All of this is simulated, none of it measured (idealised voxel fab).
The name of this process module is voxel quadruple lines.
Section shown: cut. Width: 270 nm. Cell size: 5 nm, square.
Cross-section spec: square-cell grid; bands listed top down; each band is one or more rows. Band: top height; bottom height; in nm. Then, left to right: material with width in nm, for each material. "throughout": a single material spanning edge to edge. "blank": empty space. Heights from 0 (as-received wafer is one material below). Bottom band endless downward, as "0 down". When a width is written as two numbers, as in "30->40", the first number is the width in the top row of cells of the band and the second is the width in its bottom row, and the width changes by the same amount from each row to the next. No cell of the cross-section changed in a step that is given as "nothing was modified". So "Sealed void listing" is basically the list of trapped voids: any empty space of 8 cells or more that can't reach the top through an opening. They're written width x height at distance, the distance being from the left edge, and it's all nm. Past the settings on a step's line: simulator remark, on that step. overlay nm: on a step with a mask, how far right of its planned place the mask lay; negative means left.
The process steps that were planned are listed below
step 1: op RECEIVE | material Si
step 2: op CONFORMAL_DEP | material Al2O3 | thk nm 10
step 3: op DIRECTIONAL_DEP | material TiN | thk nm 10
step 4: op DIRECTIONAL_DEP | material polySi | thk nm 15
step 5: op DIRECTIONAL_DEP | material aC | thk nm 25
step 6: op PATTERN | tone cover | mask id MANDREL | material resist | width nm 20 | pitch nm 60 | thk nm 30 | overlay nm 0
step 7: op DIRECTIONAL_ETCH | etch materials aC | depth nm 25
step 8: op STRIP | etch materials resist
step 9: op CONFORMAL_DEP | material SiO2 | thk nm 10
step 10: op DIRECTIONAL_ETCH | etch materials SiO2 | depth nm 10
step 11: op STRIP | etch materials aC
step 12: op DIRECTIONAL_ETCH | etch materials polySi | depth nm 15
step 13: op STRIP | etch materials SiO2
step 14: op CONFORMAL_DEP | material SiCN | thk nm 5
step 15: op DIRECTIONAL_ETCH | etch materials SiCN | depth nm 5
step 16: op STRIP | etch materials polySi
step 17: op DIRECTIONAL_ETCH | etch materials TiN | depth nm 10
step 18: op STRIP | etch materials SiCN
Cross-sectional view of the wafer in its as-received condition, corresponding to the state after step 1
* 0 down | Si throughout
* Sealed void listing: none
Module complete - cross-section of the first of two wafers, run according to plan
* 20 to 10 | 80 nm blank, 5 nm TiN, 10 nm blank, 5 nm TiN, 10 nm blank, 5 nm TiN, 10 nm blank, 5 nm TiN, 10 nm blank, 5 nm TiN, 10 nm blank, 5 nm TiN, 10 nm blank, 5 nm TiN, 10 nm blank, 5 nm TiN, 80 nm blank
* 10 to 0 | Al2O3 throughout
* 0 down | Si throughout
* Sealed void listing: none
Second wafer of the two, sectioned at the end of the module. It began like the first and followed the same plan, but one mistake was made while running it
* 20 to 10 | 85 nm blank, 5 nm TiN, 10 nm blank, 5 nm TiN, 5 nm blank, 5 nm TiN, 10 nm blank, 5 nm TiN, 15 nm blank, 5 nm TiN, 10 nm blank, 5 nm TiN, 5 nm blank, 5 nm TiN, 10 nm blank, 5 nm TiN, 80 nm blank
* 10 to 0 | Al2O3 throughout
* 0 down | Si throughout
* Sealed void listing: none
What broke from the plan during processing? step 6 did not use the planned setting and instead ran as op PATTERN | tone cover | mask id MANDREL | material resist | width nm 15 | pitch nm 60 | thk nm 30 | overlay nm 0
Heads up: at the end the two wafers have identical cell counts per material, they're just laid out differently.
